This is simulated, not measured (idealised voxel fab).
Process module name: voxel gate over fins
Cross-sectional view cut (width: 300 nm; square cell size: 5 nm).
When this document writes out a cross-section, it uses a grid of square cells and lists it as bands, beginning at the top and moving down, with a band standing for one or more rows of cells. For a band, the entry starts with two heights in nm, that of the top and then that of the bottom, and carries on with the band's materials in order from left to right, each alongside its width in nm; the word "everywhere" beside a single material means it fills the band edge to edge, and "air" means empty space. For the purposes of this specification, 0 denotes the height below which the wafer in its as-received condition is composed wholly of one material, and the lowermost band, lacking a lower limit, extends downward without end, as expressed in "z 0 and below". It should be noted that a width expressed as "30 to 40" varies in equal increments from row to row of cells within the band, taking the value of the first number at the top row and that of the second number at the bottom row. Where a step carries "identical to before", the cross-section came out of it unchanged, cell for cell. The label "Voids, fully enclosed" introduces a list of the empty spaces, 8 cells or larger, that have no open way up to the top; each entry in it reads width x height at distance, where the distance is taken from the left edge and all three are stated in nm. after a step's settings: what the simulator itself notes on the step. overlay nm: step with mask; distance mask lay right of planned place; negative value = left of planned place.
Below is the list of planned process steps:
step 1: RECEIVE: material Si
step 2: CONFORMAL_DEP: material SiN, thk nm 10
step 3: PATTERN: tone cover, mask id FINS, material resist, width nm 15, pitch nm 40, thk nm 15, overlay nm 0
step 4: DIRECTIONAL_ETCH: etch materials SiN, depth nm 10
step 5: DIRECTIONAL_ETCH: etch materials Si, depth nm 35
step 6: STRIP: etch materials resist
step 7: FILL_DEP: material SiO2, thk nm 15
step 8: CMP: height nm 10
step 9: SELECTIVE_ETCH: etch materials SiO2, depth nm 25
step 10: STRIP: etch materials SiN
step 11: CONFORMAL_DEP: material HfO2, thk nm 5
step 12: CONFORMAL_DEP: material TiN, thk nm 5
step 13: FILL_DEP: material W, thk nm 15
step 14: CMP: height nm 20
step 15: CONFORMAL_DEP: material SiN, thk nm 5
Received-state cross-section, reflecting completion of step 1:
z 0 and below  Si everywhere
Voids, fully enclosed: none
The following cross-section depicts the wafer upon conclusion of the module. Processing commenced from the starting condition illustrated above and adhered to the plan illustrated above, save for one mistake in execution:
z 25 to 20  SiN everywhere
z 20 to 10  W everywhere
z 10 to 5  W (105), TiN (35), W (5), TiN (35), W (120)
z 5 to 0  W (105), TiN (5), HfO2 (25), TiN (5), W (5), TiN (5), HfO2 (25), TiN (5), W (120)
z 0 to -5  W (105), TiN (5), HfO2 (5), Si (15), HfO2 (5), TiN (5), W (5), TiN (5), HfO2 (5), Si (15), HfO2 (5), TiN (5), W (120)
z -5 to -10  TiN (110), HfO2 (5), Si (15), HfO2 (5), TiN (15), HfO2 (5), Si (15), HfO2 (5), TiN (125)
z -10 to -15  HfO2 (115), Si (15), HfO2 (25), Si (15), HfO2 (130)
z -15 to -35  SiO2 (115), Si (15), SiO2 (25), Si (15), SiO2 (130)
z -35 and below  Si everywhere
Voids, fully enclosed: none
Where did the run depart from the plan? step 3 did not happen as planned, as run it was PATTERN: tone cover, mask id FINS, material resist, width nm 15, pitch nm 40, thk nm 15, overlay nm -5
